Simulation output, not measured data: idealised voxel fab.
Process module under the name voxel spacer lines
This is section cut - it's 240 nm across, gridded in 5 nm square cells.
When this document writes out a cross-section, it uses a grid of square cells and lists it as bands, beginning at the top and moving down, with a band standing for one or more rows of cells. Each band's line starts with the height of the band's top and of its bottom, in nm. Then come its materials from left to right, each with its width in nm. One material with "full width" fills the band from edge to edge. "blank" is empty space. It should be noted that heights are counted from 0, beneath which the wafer as supplied is of one material throughout, and that the lowest band possesses no lower boundary but continues downward, as written in "0 -> down". Quick explanation for "30..40": the width changes in equal steps down the rows of cells, from the first number in the band's top row to the second number in its bottom row. Basically "same as before" means that step didn't change any cell in the cross-section. The entry titled "Closed void inventory" provides the empty spaces that have no open way to the top, restricted to those of 8 cells or more. Each is presented as width x height at distance, the distance being measured from the left edge, with all three in nm. Where a step's line continues beyond its settings, the continuation is a remark by the simulator itself on that step. overlay nm: on a step with a mask, how far right of its planned place the mask lay; negative means left.

Set out below are the planned steps of the process:
- 1: RECEIVE, material Si
- 2: CONFORMAL_DEP, material Al2O3, thk nm 10
- 3: DIRECTIONAL_DEP, material polySi, thk nm 20
- 4: DIRECTIONAL_DEP, material aC, thk nm 30
- 5: PATTERN, tone cover, mask id MANDREL, material resist, width nm 20, pitch nm 60, thk nm 40, overlay nm 0
- 6: DIRECTIONAL_ETCH, etch materials aC, depth nm 30
- 7: STRIP, etch materials resist
- 8: CONFORMAL_DEP, material SiO2, thk nm 10
- 9: DIRECTIONAL_ETCH, etch materials SiO2, depth nm 10
- 10: STRIP, etch materials aC
- 11: DIRECTIONAL_ETCH, etch materials polySi, depth nm 20
- 12: STRIP, etch materials SiO2

As received (post step 1): cross-section:
  0 -> down = Si full width
  Closed void inventory: none

Wafer at module end, in section. Began as above, planned as above, run with one mistake:
  30 -> 10 = 35 nm blank / 10 nm polySi / 30 nm blank / 10 nm polySi / 10 nm blank / 10 nm polySi / 30 nm blank / 10 nm polySi / 10 nm blank / 10 nm polySi / 30 nm blank / 10 nm polySi / 35 nm blank
  10 -> 0 = Al2O3 full width
  0 -> down = Si full width
  Closed void inventory: none
In executing the process, a mistake was made relative to the plan: step 5 was processed under conditions differing from the plan, specifically as PATTERN, tone cover, mask id MANDREL, material resist, width nm 30, pitch nm 60, thk nm 40, overlay nm 0
